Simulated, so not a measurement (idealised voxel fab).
The following process module bears the name voxel transistor to metal.
This is section cut - it's 145 nm across, gridded in 5 nm square cells.
Cross-section format: a grid of square cells, given as bands from top to bottom; each band is one or more rows of cells.
A band entry consists of two parts. The first gives the height of the band's top and the height of its bottom, in nm. The rest lists the band's materials from left to right, each with its width in nm. A single material labelled with the word "full width" fills the band from edge to edge, and the word "air" marks empty space.
Heights are reckoned from 0. Under this level, the received wafer is all of one material. The bottommost band is open-ended downward, for example "top 0, no bottom".
When a width is written as two numbers, as in "30 to 40", the first number is the width in the top row of cells of the band and the second is the width in its bottom row, and the width changes by the same amount from each row to the next.
Reading "nothing altered" for a step: not a cell of the cross-section changed in it.
Heads up: "Internal closed voids" only lists the empty pockets with no open path to the top that are 8 cells or more, and it writes them as width x height at distance, distance from the left edge, in nm.
Text after the settings on a step's line: the simulator's own remark on that step.
Regarding "overlay nm": on a step with a mask, it is the distance the mask lay to the right of its planned place; a negative value places it to the left.

Listed below are the process steps as planned:
- 1: RECEIVE with material Si
- 2: CONFORMAL_DEP with material SiO2, thk nm 5
- 3: CONFORMAL_DEP with material SiN, thk nm 15
- 4: DIRECTIONAL_DEP with material aC, thk nm 15
- 5: PATTERN with tone cover, mask id ACTIVE, material resist, width nm 95, thk nm 30, overlay nm 0
- 6: DIRECTIONAL_ETCH with etch materials aC, depth nm 15
- 7: STRIP with etch materials resist
- 8: DIRECTIONAL_ETCH with etch materials SiN, depth nm 15
- 9: DIRECTIONAL_ETCH with etch materials SiO2, depth nm 5
- 10: DIRECTIONAL_ETCH with etch materials Si, depth nm 35
- 11: STRIP with etch materials aC
- 12: OXIDIZE with depth nm 5
- 13: FILL_DEP with material SiO2, thk nm 10
- 14: CMP with height nm 20
- 15: SELECTIVE_ETCH with etch materials SiO2, depth nm 10
- 16: STRIP with etch materials SiN
- 17: SELECTIVE_ETCH with etch materials SiO2, depth nm 5
- 18: OXIDIZE with depth nm 5
- 19: DIRECTIONAL_DEP with material polySi, thk nm 30
- 20: DIRECTIONAL_DEP with material SiCN, thk nm 10
- 21: DIRECTIONAL_DEP with material aC, thk nm 15
- 22: PATTERN with tone cover, mask id GATE, material resist, width nm 25, thk nm 35, overlay nm 0
- 23: DIRECTIONAL_ETCH with etch materials aC, depth nm 15
- 24: STRIP with etch materials resist
- 25: DIRECTIONAL_ETCH with etch materials SiCN, depth nm 20
- 26: DIRECTIONAL_ETCH with etch materials polySi, depth nm 40
- 27: STRIP with etch materials aC
- 28: CONFORMAL_DEP with material SiN, thk nm 5
- 29: DIRECTIONAL_ETCH with etch materials SiN, depth nm 5
- 30: DIRECTIONAL_ETCH with etch materials SiO2, depth nm 5
- 31: DIRECTIONAL_ETCH with etch materials Si, depth nm 15
- 32: EPI with material SiGe, thk nm 20
- 33: FILL_DEP with material SiO2, thk nm 5
- 34: CMP with height nm 30
- 35: STRIP with etch materials polySi
- 36: SELECTIVE_ETCH with etch materials SiO2, depth nm 5
- 37: CONFORMAL_DEP with material HfO2, thk nm 5
- 38: CONFORMAL_DEP with material TiN, thk nm 5
- 39: FILL_DEP with material W, thk nm 10
- 40: CMP with height nm 25
- 41: DIRECTIONAL_DEP with material SiO2, thk nm 10
- 42: MASKED_ETCH with tone open, mask id CONTACT, width nm 15, pitch nm 70, etch materials SiO2, depth nm 35, overlay nm 0
- 43: CONFORMAL_DEP with material TiN, thk nm 5
- 44: FILL_DEP with material Ru, thk nm 10
- 45: CMP with height nm 35
- 46: CONFORMAL_DEP with material SiCN, thk nm 5
- 47: DIRECTIONAL_DEP with material SiO2, thk nm 10
- 48: MASKED_ETCH with tone open, mask id METAL_1, width nm 15, pitch nm 70, etch materials SiO2, depth nm 20, overlay nm 0
- 49: MASKED_ETCH with tone open, mask id METAL_1, width nm 15, pitch nm 70, etch materials SiCN, depth nm 5, overlay nm 0
- 50: CONFORMAL_DEP with material TiN, thk nm 5
- 51: FILL_DEP with material W, thk nm 5
- 52: CMP with height nm 60
- 53: EPI with material Ru, thk nm 5
- 54: FILL_DEP with material SiCN, thk nm 5
It is noted that the wafers described herein are identical at the outset and are distinguished by the thk nm of step 47; the value stated in the plan corresponds to the first wafer.

Received wafers, first of several: cross-section after step 1:
* top 0, no bottom: Si full width
* Internal closed voids: none

Row per wafer, end-of-module: cell gain (+)/loss (-) by material since the wafer came in, then closed voids:
thk nm 10 | +17 HfO2 | +35 Ru | -143 Si | +52 SiCN | +66 SiGe | +12 SiN | +252 SiO2 | +76 TiN | +39 W | Internal closed voids: none
thk nm 15 | +17 HfO2 | +35 Ru | -143 Si | +52 SiCN | +66 SiGe | +12 SiN | +275 SiO2 | +80 TiN | +12 W | Internal closed voids: none
thk nm 20 | +17 HfO2 | +16 Ru | -143 Si | +71 SiCN | +66 SiGe | +12 SiN | +298 SiO2 | +57 TiN | +12 W | Internal closed voids: none
thk nm 25 | +17 HfO2 | +16 Ru | -143 Si | +77 SiCN | +66 SiGe | +12 SiN | +304 SiO2 | +49 TiN | +8 W | Internal closed voids: none
thk nm 30 | +17 HfO2 | +16 Ru | -143 Si | +77 SiCN | +66 SiGe | +12 SiN | +310 SiO2 | +45 TiN | +6 W | Internal closed voids: none
thk nm 35 | +17 HfO2 | +16 Ru | -143 Si | +77 SiCN | +66 SiGe | +12 SiN | +316 SiO2 | +41 TiN | +4 W | Internal closed voids: none
